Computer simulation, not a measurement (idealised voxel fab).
Process module name: voxel air gaps
Section shown: cut. Width: 235 nm. Cell size: 5 nm, square.
Cross-section layout: square cells on a grid; listed as bands, top to bottom; a band spans one or more cell rows.
What a band's entry tells you: where the top is and where the bottom is, as heights in nm, and after that what lies inside, material by material from left to right, each with its width in nm. Empty space is written as the word "blank", and a single material marked with the word "everywhere" occupies the band from edge to edge.
Basically, 0 is our baseline, since under it the wafer straight out of the box is all one material. The bottom band has no lower end and keeps on going down, so it looks like "0 and below".
Per-row width for "30..40": begins at first number (top row of band), ends at second number (bottom row), increment between rows held constant.
Step note "nothing got changed" = no cross-section cell changed.
Listed in "Closed void entries": every empty space of 8 or more cells without an open way to the top. Form: width x height at distance, the distance being from the left edge, all in nm.
Formally, on a step line, whatever follows the settings is a remark that the simulator itself makes on the step.
overlay nm: how far to the right of its planned place the mask lay on this masked step (negative: to the left).

## Here's what the planned process steps look like
step 1: RECEIVE with material Si
step 2: CONFORMAL_DEP with material SiO2, thk nm 10
step 3: CONFORMAL_DEP with material SiCN, thk nm 5
step 4: DIRECTIONAL_DEP with material SiO2, thk nm 40
step 5: MASKED_ETCH with tone open, mask id LINES, width nm 20, pitch nm 45, etch materials SiO2, depth nm 40, overlay nm 0
step 6: CONFORMAL_DEP with material TiN, thk nm 5
step 7: FILL_DEP with material W, thk nm 5
step 8: CMP with height nm 55
step 9: EPI with material Ru, thk nm 10
step 10: SELECTIVE_ETCH with etch materials SiO2, depth nm 50
step 11: CONFORMAL_DEP with material SiCN, thk nm 5
The plan shows the thk nm of step 6 as the first wafer had it; this setting differs between the wafers, which start out alike.

## As-received cross-section, first of several wafers, post step 1
	0 and below  Si everywhere
	Closed void entries: none

## Rows = wafers. At module end, each row lists per material the cells gained (+) or lost (-) since the wafer was received, then the closed voids
thk nm 5 | +64 Ru | +194 SiCN | +94 SiO2 | +72 TiN | +56 W | Closed void entries: 15 x 30 at 65; 15 x 30 at 110; 15 x 30 at 155
thk nm 10 | +64 Ru | +194 SiCN | +94 SiO2 | +128 TiN | Closed void entries: 15 x 30 at 65; 15 x 30 at 110; 15 x 30 at 155
thk nm 15 | +64 Ru | +194 SiCN | +94 SiO2 | +128 TiN | Closed void entries: 15 x 30 at 65; 15 x 30 at 110; 15 x 30 at 155
thk nm 20 | +64 Ru | +194 SiCN | +94 SiO2 | +128 TiN | Closed void entries: 15 x 30 at 65; 15 x 30 at 110; 15 x 30 at 155
